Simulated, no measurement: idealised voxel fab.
process module | voxel gate over fins
cross-section cut | 235 nm wide | cells 5 nm
A cross-section is a grid of square cells, given in bands from the top down. A band is one or more rows of cells.
Each band's line starts with the height of the band's top and of its bottom, in nm. Then come its materials from left to right, each with its width in nm. One material with "throughout" fills the band from edge to edge. "air" is empty space.
Height 0 is the level under which the wafer as received is all one material. The lowest band goes on downwards, as in "0 down".
A width such as "30 to 40" changes by the same amount from each row of cells to the next, from the band's top row to its bottom row.
"no change" after a step means that no cell of the cross-section changed.
closed voids: empty space of 8 cells or more with no open way to the top, each as width x height at its distance from the left edge, in nm
after a step's settings: what the simulator itself notes on the step
overlay nm, on a step with a mask: how far to the right of its planned place the mask lay; to the left if negative
plan
1 op RECEIVE | material Si
2 op CONFORMAL_DEP | material SiN | thk nm 10
3 op PATTERN | tone cover | mask id FINS | material resist | width nm 15 | pitch nm 45 | thk nm 20 | overlay nm 0
4 op DIRECTIONAL_ETCH | etch materials SiN | depth nm 10
5 op DIRECTIONAL_ETCH | etch materials Si | depth nm 40
6 op STRIP | etch materials resist
7 op FILL_DEP | material SiO2 | thk nm 5
8 op CMP | height nm 10
9 op SELECTIVE_ETCH | etch materials SiO2 | depth nm 25
10 op STRIP | etch materials SiN
11 op CONFORMAL_DEP | material HfO2 | thk nm 5
12 op CONFORMAL_DEP | material TiN | thk nm 5
13 op CONFORMAL_DEP | material TiAl | thk nm 5
14 op CONFORMAL_DEP | material TiN | thk nm 5
15 op FILL_DEP | material W | thk nm 15
16 op CMP | height nm 30
17 op CONFORMAL_DEP | material SiN | thk nm 5
as received, after step 1
  0 down: Si throughout
  closed voids: none
first wafer at the end, as planned
  35 to 30: SiN throughout
  30 to 20: W throughout
  20 to 15: W 65 | TiN 100 | W 70
  15 to 10: W 65 | TiN 5 | TiAl 90 | TiN 5 | W 70
  10 to 5: W 65 | TiN 5 | TiAl 5 | TiN 35 | TiAl 10 | TiN 35 | TiAl 5 | TiN 5 | W 70
  5 to 0: TiN 70 | TiAl 5 | TiN 5 | HfO2 25 | TiN 5 | TiAl 10 | TiN 5 | HfO2 25 | TiN 5 | TiAl 5 | TiN 75
  0 to -5: TiAl 75 | TiN 5 | HfO2 5 | Si 15 | HfO2 5 | TiN 5 | TiAl 10 | TiN 5 | HfO2 5 | Si 15 | HfO2 5 | TiN 5 | TiAl 80
  -5 to -10: TiN 80 | HfO2 5 | Si 15 | HfO2 5 | TiN 20 | HfO2 5 | Si 15 | HfO2 5 | TiN 85
  -10 to -15: HfO2 85 | Si 15 | HfO2 30 | Si 15 | HfO2 90
  -15 to -40: SiO2 85 | Si 15 | SiO2 30 | Si 15 | SiO2 90
  -40 down: Si throughout
  closed voids: none
second wafer at the end: like start, like plan, one mistake
  35 to 30: SiN throughout
  30 to 15: W throughout
  15 to 5: W 70 | TiN 90 | W 75
  5 to 0: W 70 | TiN 10 | HfO2 25 | TiN 20 | HfO2 25 | TiN 10 | W 75
  0 to -10: TiN 80 | HfO2 5 | Si 15 | HfO2 5 | TiN 20 | HfO2 5 | Si 15 | HfO2 5 | TiN 85
  -10 to -15: HfO2 85 | Si 15 | HfO2 30 | Si 15 | HfO2 90
  -15 to -40: SiO2 85 | Si 15 | SiO2 30 | Si 15 | SiO2 90
  -40 down: Si throughout
  closed voids: none
what went wrong: step 13 was left out
at the end the second wafer has, in cells: 59 fewer of TiAl | 6 more of TiN | 53 more of W
